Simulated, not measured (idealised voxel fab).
process module | voxel double patterning
cross-section cut | 205 nm wide | cells 5 nm
A cross-section is a grid of square cells, given in bands from the top down. A band is one or more rows of cells.
Each band's line starts with the height of the band's top and of its bottom, in nm. Then come its materials from left to right, each with its width in nm. One material with "throughout" fills the band from edge to edge. "air" is empty space.
Height 0 is the level under which the wafer as received is all one material. The lowest band goes on downwards, as in "0 down".
A width such as "30 to 40" changes by the same amount from each row of cells to the next, from the band's top row to its bottom row.
"no change" after a step means that no cell of the cross-section changed.
closed voids: empty space of 8 cells or more with no open way to the top, each as width x height at its distance from the left edge, in nm
after a step's settings: what the simulator itself notes on the step
overlay nm, on a step with a mask: how far to the right of its planned place the mask lay; to the left if negative
plan
1 op RECEIVE | material Si
2 op CONFORMAL_DEP | material SiO2 | thk nm 5
3 op DIRECTIONAL_DEP | material W | thk nm 10
4 op DIRECTIONAL_DEP | material SiN | thk nm 10
5 op PATTERN | tone open | mask id FIRST | material resist | width nm 15 | pitch nm 50 | thk nm 15 | overlay nm 0
6 op DIRECTIONAL_ETCH | etch materials SiN | depth nm 10
7 op STRIP | etch materials resist
8 op MASKED_ETCH | tone open | mask id SECOND | width nm 15 | etch materials SiN | depth nm 10 | overlay nm 0
9 op DIRECTIONAL_ETCH | etch materials W | depth nm 10
10 op STRIP | etch materials SiN
first wafer, as planned
as received, after step 1
  0 down: Si throughout
  closed voids: none
after step 2
  5 to 0: SiO2 throughout
  below 0: unchanged
after step 3
  15 to 5: W throughout
  below 5: unchanged
after step 4
  25 to 15: SiN throughout
  below 15: unchanged
after step 5
  40 to 25: resist 70 | air 15 | resist 35 | air 15 | resist 70
  below 25: unchanged
after step 6
  40 to 25: resist 70 | air 15 | resist 35 | air 15 | resist 70
  25 to 15: SiN 70 | air 15 | SiN 35 | air 15 | SiN 70
  below 15: unchanged
after step 7
  25 to 15: SiN 70 | air 15 | SiN 35 | air 15 | SiN 70
  below 15: unchanged
after step 8
  25 to 15: SiN 70 | air 15 | SiN 10 | air 15 | SiN 10 | air 15 | SiN 70
  below 15: unchanged
after step 9
  25 to 15: SiN 70 | air 15 | SiN 10 | air 15 | SiN 10 | air 15 | SiN 70
  15 to 5: W 70 | air 15 | W 10 | air 15 | W 10 | air 15 | W 70
  below 5: unchanged
after step 10
  15 to 5: W 70 | air 15 | W 10 | air 15 | W 10 | air 15 | W 70
  below 5: unchanged
second wafer: like start, like plan, one mistake. Through step 1 it matches the first wafer
when step 2 should have ended: no change
when step 3 should have ended
  10 to 0: W throughout
  below 0: unchanged
when step 4 should have ended
  20 to 10: SiN throughout
  below 10: unchanged
when step 5 should have ended
  35 to 20: resist 70 | air 15 | resist 35 | air 15 | resist 70
  below 20: unchanged
when step 6 should have ended
  35 to 20: resist 70 | air 15 | resist 35 | air 15 | resist 70
  20 to 10: SiN 70 | air 15 | SiN 35 | air 15 | SiN 70
  below 10: unchanged
when step 7 should have ended
  20 to 10: SiN 70 | air 15 | SiN 35 | air 15 | SiN 70
  below 10: unchanged
when step 8 should have ended
  20 to 10: SiN 70 | air 15 | SiN 10 | air 15 | SiN 10 | air 15 | SiN 70
  below 10: unchanged
when step 9 should have ended
  20 to 10: SiN 70 | air 15 | SiN 10 | air 15 | SiN 10 | air 15 | SiN 70
  10 to 0: W 70 | air 15 | W 10 | air 15 | W 10 | air 15 | W 70
  below 0: unchanged
when step 10 should have ended
  10 to 0: W 70 | air 15 | W 10 | air 15 | W 10 | air 15 | W 70
  below 0: unchanged
what went wrong: step 2 was left out
at the end the second wafer has, in cells: 41 fewer of SiO2
